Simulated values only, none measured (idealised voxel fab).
Module name: voxel ribs on slabs (process module)
Xsec cut, 255 nm wide, square cell size 5 nm.
Each cross-section below is a grid of square cells, stated as bands in top-down order, with one or more rows of cells making up each band.
Per band: top height and bottom height in nm, followed by the left-to-right materials and their widths in nm; "all across" marks a single material spanning edge to edge, "blank" marks empty space.
The level at which height equals 0 is the one under which the wafer, as it arrives, is entirely one material. No lower edge exists for the bottom band, which continues downward and is notated as in "0 nm and below".
The notation "30->40" denotes a width that varies across the rows of cells in the band, beginning at the first number in the top row, finishing at the second number in the bottom row, and changing by an identical amount from each row to the next.
"nothing was modified" -> step changed no cross-section cell.
The entry titled "Closed void table" provides the empty spaces that have no open way to the top, restricted to those of 8 cells or more. Each is presented as width x height at distance, the distance being measured from the left edge, with all three in nm.
It should be noted that, on the line of a given step, the content following the step's settings is a remark produced by the simulator itself with respect to that step.
A step line may carry the setting "overlay nm", which, for steps involving a mask, states the distance by which the mask lay to the right of its intended position; negative values denote displacement to the left.

[Process steps - plan]
| 1 | RECEIVE with material Si |
| 2 | DIRECTIONAL_DEP with material SiO2, thk nm 20 |
| 3 | DIRECTIONAL_DEP with material polySi, thk nm 15 |
| 4 | MASKED_ETCH with tone cover, mask id RIB, width nm 20, etch materials polySi, depth nm 5, overlay nm 0 |
| 5 | DIRECTIONAL_DEP with material aC, thk nm 15 |
| 6 | PATTERN with tone cover, mask id SLAB, material resist, width nm 70, thk nm 30, overlay nm 0 |
| 7 | DIRECTIONAL_ETCH with etch materials aC, depth nm 15 |
| 8 | STRIP with etch materials resist |
| 9 | DIRECTIONAL_ETCH with etch materials polySi, depth nm 10 |
| 10 | STRIP with etch materials aC |
| 11 | FILL_DEP with material SiO2, thk nm 20 |
| 12 | CMP with height nm 45 |
| 13 | DIRECTIONAL_DEP with material W, thk nm 5 |
| 14 | MASKED_ETCH with tone cover, mask id HEATER, width nm 30, etch materials W, depth nm 5, overlay nm 0 |
| 15 | CONFORMAL_DEP with material SiN, thk nm 5 |

[First wafer, two in total, run as planned]

[Incoming wafer, cross-sectional view, post step 1]
0 nm and below | Si all across
Closed void table: none

[How the wafer stands in section after step 2]
20 nm to 0 nm | SiO2 all across
All layers under 0 are left as they were.

[How the wafer stands in section after step 3]
35 nm to 20 nm | polySi all across
All layers under 20 are left as they were.

[How the wafer stands in section after step 4]
35 nm to 30 nm | blank 115  polySi 20  blank 120
All layers under 30 are left as they were.

[How the wafer stands in section after step 5]
50 nm to 45 nm | blank 115  aC 20  blank 120
45 nm to 35 nm | aC all across
35 nm to 30 nm | aC 115  polySi 20  aC 120
All layers under 30 are left as they were.

[How the wafer stands in section after step 6]
80 nm to 50 nm | blank 90  resist 70  blank 95
50 nm to 45 nm | blank 90  resist 25  aC 20  resist 25  blank 95
All layers under 45 are left as they were.

[How the wafer stands in section after step 7]
65 nm to 50 nm | blank 90  resist 70  blank 95
50 nm to 45 nm | blank 90  resist 25  aC 20  resist 25  blank 95
45 nm to 35 nm | blank 90  aC 70  blank 95
35 nm to 30 nm | blank 90  aC 25  polySi 20  aC 25  blank 95
All layers under 30 are left as they were.

[How the wafer stands in section after step 8]
50 nm to 45 nm | blank 115  aC 20  blank 120
All layers under 45 are left as they were.

[How the wafer stands in section after step 9]
50 nm to 45 nm | blank 115  aC 20  blank 120
45 nm to 35 nm | blank 90  aC 70  blank 95
35 nm to 30 nm | blank 90  aC 25  polySi 20  aC 25  blank 95
30 nm to 20 nm | blank 90  polySi 70  blank 95
All layers under 20 are left as they were.

[How the wafer stands in section after step 10]
35 nm to 30 nm | blank 115  polySi 20  blank 120
All layers under 30 are left as they were.

[How the wafer stands in section after step 11]
55 nm to 35 nm | SiO2 all across
35 nm to 30 nm | SiO2 115  polySi 20  SiO2 120
30 nm to 20 nm | SiO2 90  polySi 70  SiO2 95
All layers under 20 are left as they were.

[How the wafer stands in section after step 12]
45 nm to 35 nm | SiO2 all across
All layers under 35 are left as they were.

[How the wafer stands in section after step 13]
50 nm to 45 nm | W all across
All layers under 45 are left as they were.

[How the wafer stands in section after step 14]
50 nm to 45 nm | blank 110  W 30  blank 115
All layers under 45 are left as they were.

[How the wafer stands in section after step 15]
55 nm to 50 nm | blank 105  SiN 40  blank 110
50 nm to 45 nm | SiN 110  W 30  SiN 115
All layers under 45 are left as they were.

[The second wafer: identical to the first at the outset and in its planned sequence, differing only in that one mistake was made during processing; up to and including step 4, its path is the first wafer's path]

[Cross-section of the second wafer when, according to plan, step 5 should have finished]
50 nm to 45 nm | blank 115  W 20  blank 120
45 nm to 35 nm | W all across
35 nm to 30 nm | W 115  polySi 20  W 120
All layers under 30 are left as they were.

[Cross-section of the second wafer when, according to plan, step 6 should have finished]
80 nm to 50 nm | blank 90  resist 70  blank 95
50 nm to 45 nm | blank 90  resist 25  W 20  resist 25  blank 95
All layers under 45 are left as they were.

[Cross-section of the second wafer when, according to plan, step 7 should have finished]
65 nm to 50 nm | blank 90  resist 70  blank 95
All layers under 50 are left as they were.

[Cross-section of the second wafer when, according to plan, step 8 should have finished]
50 nm to 45 nm | blank 115  W 20  blank 120
All layers under 45 are left as they were.

Cross-section of the second wafer when, according to plan, step 9 should have finished: nothing was modified

Cross-section of the second wafer when, according to plan, step 10 should have finished: nothing was modified

[Cross-section of the second wafer when, according to plan, step 11 should have finished]
70 nm to 50 nm | SiO2 all across
50 nm to 45 nm | SiO2 115  W 20  SiO2 120
All layers under 45 are left as they were.

[Cross-section of the second wafer when, according to plan, step 12 should have finished]
45 nm to 35 nm | W all across
All layers under 35 are left as they were.

[Cross-section of the second wafer when, according to plan, step 13 should have finished]
50 nm to 35 nm | W all across
All layers under 35 are left as they were.

[Cross-section of the second wafer when, according to plan, step 14 should have finished]
50 nm to 45 nm | blank 110  W 30  blank 115
All layers under 45 are left as they were.

[Cross-section of the second wafer when, according to plan, step 15 should have finished]
55 nm to 50 nm | blank 105  SiN 40  blank 110
50 nm to 45 nm | SiN 110  W 30  SiN 115
All layers under 45 are left as they were.
What was done differently from what was planned? contrary to plan, step 5 was performed as DIRECTIONAL_DEP with material W, thk nm 15
The final cell counts differ between the wafers, with the second having more or fewer of some materials than the first: -223 SiO2; +149 W; +74 polySi
